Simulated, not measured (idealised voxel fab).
Name of the process module below: voxel lift off
Each square cell in cross-section cut measures 5 nm, and the section as a whole is 195 nm wide.
Format of a cross-section: grid, square cells. Given as bands. Order: top down. Band: one or more rows of cells. A band entry consists of two parts. The first gives the height of the band's top and the height of its bottom, in nm. The rest lists the band's materials from left to right, each with its width in nm. A single material labelled with the word "full width" fills the band from edge to edge, and the word "blank" marks empty space. We count height from 0. Below that, the starting wafer is all one material. The lowest band never ends at the bottom but goes on down; see "0 nm and below" for how that is written. It should be noted that a width expressed as "30..40" varies in equal increments from row to row of cells within the band, taking the value of the first number at the top row and that of the second number at the bottom row. No cell of the cross-section changed in a step that is given as "changes: none". Empty spaces without an open route to the top, at least 8 cells in extent, make up the entry "Sealed void inventory"; each is given as width x height at distance, where the distance is measured from the left edge, and all are in nm. after a step's settings: what the simulator itself notes on the step. "overlay nm" answers the question of how far to the right of plan the mask lay on a step that has a mask, and when it is negative the answer is to the left.
-- These are the steps we planned for the process
1 RECEIVE | material Si
2 CONFORMAL_DEP | material Al2O3 | thk nm 15
3 PATTERN | tone open | mask id LINES | material resist | width nm 15 | pitch nm 45 | thk nm 30 | overlay nm 0
4 DIRECTIONAL_DEP | material Ru | thk nm 15
5 STRIP | etch materials resist
6 CONFORMAL_DEP | material SiN | thk nm 5
-- Cross-section of the incoming wafer, state after step 1
	0 nm and below  Si full width
	Sealed void inventory: none
-- The first of two wafers, cross-sectioned at the end of the module, with the run proceeding as planned
	35 nm to 30 nm  15 of blank, then 25 of SiN, then 20 of blank, then 25 of SiN, then 20 of blank, then 25 of SiN, then 20 of blank, then 25 of SiN, then 20 of blank
	30 nm to 20 nm  15 of blank, then 5 of SiN, then 15 of Ru, then 5 of SiN, then 20 of blank, then 5 of SiN, then 15 of Ru, then 5 of SiN, then 20 of blank, then 5 of SiN, then 15 of Ru, then 5 of SiN, then 20 of blank, then 5 of SiN, then 15 of Ru, then 5 of SiN, then 20 of blank
	20 nm to 15 nm  20 of SiN, then 15 of Ru, then 30 of SiN, then 15 of Ru, then 30 of SiN, then 15 of Ru, then 30 of SiN, then 15 of Ru, then 25 of SiN
	15 nm to 0 nm  Al2O3 full width
	0 nm and below  Si full width
	Sealed void inventory: none
-- Cross-section at end of module for the second wafer of two, which matched the first in starting point and plan and differed by one mistake in its processing
	35 nm to 20 nm  15 of blank, then 25 of SiN, then 20 of blank, then 25 of SiN, then 20 of blank, then 25 of SiN, then 20 of blank, then 25 of SiN, then 20 of blank
	20 nm to 15 nm  SiN full width
	15 nm to 0 nm  Al2O3 full width
	0 nm and below  Si full width
	Sealed void inventory: none
What was done differently from what was planned? step 4, actual vs plan mismatch, actual run DIRECTIONAL_DEP | material SiN | thk nm 15
At the finish, the second wafer shows more or fewer cells for some materials than the first does: Ru -36, SiN +36
